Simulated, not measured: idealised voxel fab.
The process module presented herein is designated voxel gate over fins.
Section cut is 255 nm wide and gridded with 5 nm square cells.
Each cross-section below is a grid of square cells, stated as bands in top-down order, with one or more rows of cells making up each band. In this notation a band is specified by the heights of its top and bottom, in that order and in nm, after which its materials appear from left to right, each paired with its width in nm. The word "everywhere" attached to a single material means that material fills the band from edge to edge; the word "blank" stands for empty space. Heads up on the height convention: 0 is the point under which the incoming wafer is all one material, and the lowest band has no bottom, it just keeps going down, like "0 -> down". Per-row width for "30->40": begins at first number (top row of band), ends at second number (bottom row), increment between rows held constant. "remains unaltered", as given for a step, is the statement that not any cell of the cross-section underwent a change during that step. Heads up: "Enclosed empty spaces" only lists the empty pockets with no open path to the top that are 8 cells or more, and it writes them as width x height at distance, distance from the left edge, in nm. On a step's line, text after the settings is the simulator commenting on that step. You can add "overlay nm" to a step's line. For a step with a mask, it describes how far the mask lay to the right of its planned position, and a negative number describes a lay to the left.
List of planned process steps
step 1: RECEIVE,material Si
step 2: CONFORMAL_DEP,material SiN,thk nm 10
step 3: PATTERN,tone cover,mask id FINS,material resist,width nm 15,pitch nm 35,thk nm 15,overlay nm 0
step 4: DIRECTIONAL_ETCH,etch materials SiN,depth nm 10
step 5: DIRECTIONAL_ETCH,etch materials Si,depth nm 30
step 6: STRIP,etch materials resist
step 7: FILL_DEP,material SiO2,thk nm 5
step 8: CMP,height nm 10
step 9: SELECTIVE_ETCH,etch materials SiO2,depth nm 25
step 10: STRIP,etch materials SiN
step 11: CONFORMAL_DEP,material HfO2,thk nm 5
step 12: CONFORMAL_DEP,material TiN,thk nm 5
step 13: CONFORMAL_DEP,material TiAl,thk nm 5
step 14: CONFORMAL_DEP,material TiN,thk nm 5
step 15: FILL_DEP,material W,thk nm 15
step 16: CMP,height nm 30
step 17: CONFORMAL_DEP,material SiN,thk nm 10
First of two wafers - as planned
Cross-section, incoming material, after step 1
> 0 -> down  Si everywhere
> Enclosed empty spaces: none
Once step 2 is through, the wafer looks like this in cross-section
> 10 -> 0  SiN everywhere
> Everything below 0 is unchanged.
Once step 3 is through, the wafer looks like this in cross-section
> 25 -> 10  65 nm blank  15 nm resist  20 nm blank  15 nm resist  20 nm blank  15 nm resist  20 nm blank  15 nm resist  70 nm blank
> Everything below 10 is unchanged.
Once step 4 is through, the wafer looks like this in cross-section
> 25 -> 10  65 nm blank  15 nm resist  20 nm blank  15 nm resist  20 nm blank  15 nm resist  20 nm blank  15 nm resist  70 nm blank
> 10 -> 0  65 nm blank  15 nm SiN  20 nm blank  15 nm SiN  20 nm blank  15 nm SiN  20 nm blank  15 nm SiN  70 nm blank
> Everything below 0 is unchanged.
Once step 5 is through, the wafer looks like this in cross-section
> 25 -> 10  65 nm blank  15 nm resist  20 nm blank  15 nm resist  20 nm blank  15 nm resist  20 nm blank  15 nm resist  70 nm blank
> 10 -> 0  65 nm blank  15 nm SiN  20 nm blank  15 nm SiN  20 nm blank  15 nm SiN  20 nm blank  15 nm SiN  70 nm blank
> 0 -> -30  65 nm blank  15 nm Si  20 nm blank  15 nm Si  20 nm blank  15 nm Si  20 nm blank  15 nm Si  70 nm blank
> Everything below -30 is unchanged.
Once step 6 is through, the wafer looks like this in cross-section
> 10 -> 0  65 nm blank  15 nm SiN  20 nm blank  15 nm SiN  20 nm blank  15 nm SiN  20 nm blank  15 nm SiN  70 nm blank
> Everything below 0 is unchanged.
Once step 7 is through, the wafer looks like this in cross-section
> 15 -> 10  SiO2 everywhere
> 10 -> 0  65 nm SiO2  15 nm SiN  20 nm SiO2  15 nm SiN  20 nm SiO2  15 nm SiN  20 nm SiO2  15 nm SiN  70 nm SiO2
> 0 -> -30  65 nm SiO2  15 nm Si  20 nm SiO2  15 nm Si  20 nm SiO2  15 nm Si  20 nm SiO2  15 nm Si  70 nm SiO2
> Everything below -30 is unchanged.
Once step 8 is through, the wafer looks like this in cross-section
> 10 -> 0  65 nm SiO2  15 nm SiN  20 nm SiO2  15 nm SiN  20 nm SiO2  15 nm SiN  20 nm SiO2  15 nm SiN  70 nm SiO2
> Everything below 0 is unchanged.
Once step 9 is through, the wafer looks like this in cross-section
> 10 -> 0  65 nm blank  15 nm SiN  20 nm blank  15 nm SiN  20 nm blank  15 nm SiN  20 nm blank  15 nm SiN  70 nm blank
> 0 -> -15  65 nm blank  15 nm Si  20 nm blank  15 nm Si  20 nm blank  15 nm Si  20 nm blank  15 nm Si  70 nm blank
> Everything below -15 is unchanged.
Once step 10 is through, the wafer looks like this in cross-section
> 0 -> -15  65 nm blank  15 nm Si  20 nm blank  15 nm Si  20 nm blank  15 nm Si  20 nm blank  15 nm Si  70 nm blank
> Everything below -15 is unchanged.
Once step 11 is through, the wafer looks like this in cross-section
> 5 -> 0  60 nm blank  25 nm HfO2  10 nm blank  25 nm HfO2  10 nm blank  25 nm HfO2  10 nm blank  25 nm HfO2  65 nm blank
> 0 -> -10  60 nm blank  5 nm HfO2  15 nm Si  5 nm HfO2  10 nm blank  5 nm HfO2  15 nm Si  5 nm HfO2  10 nm blank  5 nm HfO2  15 nm Si  5 nm HfO2  10 nm blank  5 nm HfO2  15 nm Si  5 nm HfO2  65 nm blank
> -10 -> -15  65 nm HfO2  15 nm Si  20 nm HfO2  15 nm Si  20 nm HfO2  15 nm Si  20 nm HfO2  15 nm Si  70 nm HfO2
> Everything below -15 is unchanged.
Once step 12 is through, the wafer looks like this in cross-section
> 10 -> 5  55 nm blank  140 nm TiN  60 nm blank
> 5 -> 0  55 nm blank  5 nm TiN  25 nm HfO2  10 nm TiN  25 nm HfO2  10 nm TiN  25 nm HfO2  10 nm TiN  25 nm HfO2  5 nm TiN  60 nm blank
> 0 -> -5  55 nm blank  5 nm TiN  5 nm HfO2  15 nm Si  5 nm HfO2  10 nm TiN  5 nm HfO2  15 nm Si  5 nm HfO2  10 nm TiN  5 nm HfO2  15 nm Si  5 nm HfO2  10 nm TiN  5 nm HfO2  15 nm Si  5 nm HfO2  5 nm TiN  60 nm blank
> -5 -> -10  60 nm TiN  5 nm HfO2  15 nm Si  5 nm HfO2  10 nm TiN  5 nm HfO2  15 nm Si  5 nm HfO2  10 nm TiN  5 nm HfO2  15 nm Si  5 nm HfO2  10 nm TiN  5 nm HfO2  15 nm Si  5 nm HfO2  65 nm TiN
> Everything below -10 is unchanged.
Once step 13 is through, the wafer looks like this in cross-section
> 15 -> 10  50 nm blank  150 nm TiAl  55 nm blank
> 10 -> 5  50 nm blank  5 nm TiAl  140 nm TiN  5 nm TiAl  55 nm blank
> 5 -> 0  50 nm blank  5 nm TiAl  5 nm TiN  25 nm HfO2  10 nm TiN  25 nm HfO2  10 nm TiN  25 nm HfO2  10 nm TiN  25 nm HfO2  5 nm TiN  5 nm TiAl  55 nm blank
> 0 -> -5  55 nm TiAl  5 nm TiN  5 nm HfO2  15 nm Si  5 nm HfO2  10 nm TiN  5 nm HfO2  15 nm Si  5 nm HfO2  10 nm TiN  5 nm HfO2  15 nm Si  5 nm HfO2  10 nm TiN  5 nm HfO2  15 nm Si  5 nm HfO2  5 nm TiN  60 nm TiAl
> Everything below -5 is unchanged.
Once step 14 is through, the wafer looks like this in cross-section
> 20 -> 15  45 nm blank  160 nm TiN  50 nm blank
> 15 -> 10  45 nm blank  5 nm TiN  150 nm TiAl  5 nm TiN  50 nm blank
> 10 -> 5  45 nm blank  5 nm TiN  5 nm TiAl  140 nm TiN  5 nm TiAl  5 nm TiN  50 nm blank
> 5 -> 0  50 nm TiN  5 nm TiAl  5 nm TiN  25 nm HfO2  10 nm TiN  25 nm HfO2  10 nm TiN  25 nm HfO2  10 nm TiN  25 nm HfO2  5 nm TiN  5 nm TiAl  55 nm TiN
> Everything below 0 is unchanged.
Once step 15 is through, the wafer looks like this in cross-section
> 35 -> 20  W everywhere
> 20 -> 15  45 nm W  160 nm TiN  50 nm W
> 15 -> 10  45 nm W  5 nm TiN  150 nm TiAl  5 nm TiN  50 nm W
> 10 -> 5  45 nm W  5 nm TiN  5 nm TiAl  140 nm TiN  5 nm TiAl  5 nm TiN  50 nm W
> Everything below 5 is unchanged.
Once step 16 is through, the wafer looks like this in cross-section
> 30 -> 20  W everywhere
> Everything below 20 is unchanged.
Once step 17 is through, the wafer looks like this in cross-section
> 40 -> 30  SiN everywhere
> Everything below 30 is unchanged.
Second wafer: same start and same plan as the first, one execution error; identical to the first through step 12
Second wafer: cross-section at the scheduled end of step 13: remains unaltered
Second wafer: cross-section at the scheduled end of step 14
> 15 -> 5  50 nm blank  150 nm TiN  55 nm blank
> 5 -> 0  50 nm blank  10 nm TiN  25 nm HfO2  10 nm TiN  25 nm HfO2  10 nm TiN  25 nm HfO2  10 nm TiN  25 nm HfO2  10 nm TiN  55 nm blank
> 0 -> -10  60 nm TiN  5 nm HfO2  15 nm Si  5 nm HfO2  10 nm TiN  5 nm HfO2  15 nm Si  5 nm HfO2  10 nm TiN  5 nm HfO2  15 nm Si  5 nm HfO2  10 nm TiN  5 nm HfO2  15 nm Si  5 nm HfO2  65 nm TiN
> Everything below -10 is unchanged.
Second wafer: cross-section at the scheduled end of step 15
> 30 -> 15  W everywhere
> 15 -> 5  50 nm W  150 nm TiN  55 nm W
> 5 -> 0  50 nm W  10 nm TiN  25 nm HfO2  10 nm TiN  25 nm HfO2  10 nm TiN  25 nm HfO2  10 nm TiN  25 nm HfO2  10 nm TiN  55 nm W
> Everything below 0 is unchanged.
Second wafer: cross-section at the scheduled end of step 16: remains unaltered
Second wafer: cross-section at the scheduled end of step 17
> 40 -> 30  SiN everywhere
> Everything below 30 is unchanged.
It is concluded that the wafer was processed incorrectly with respect to the plan, in that with respect to the plan, step 13 was omitted and not executed
at the end the second wafer has, in cells: -57 TiAl; +57 W
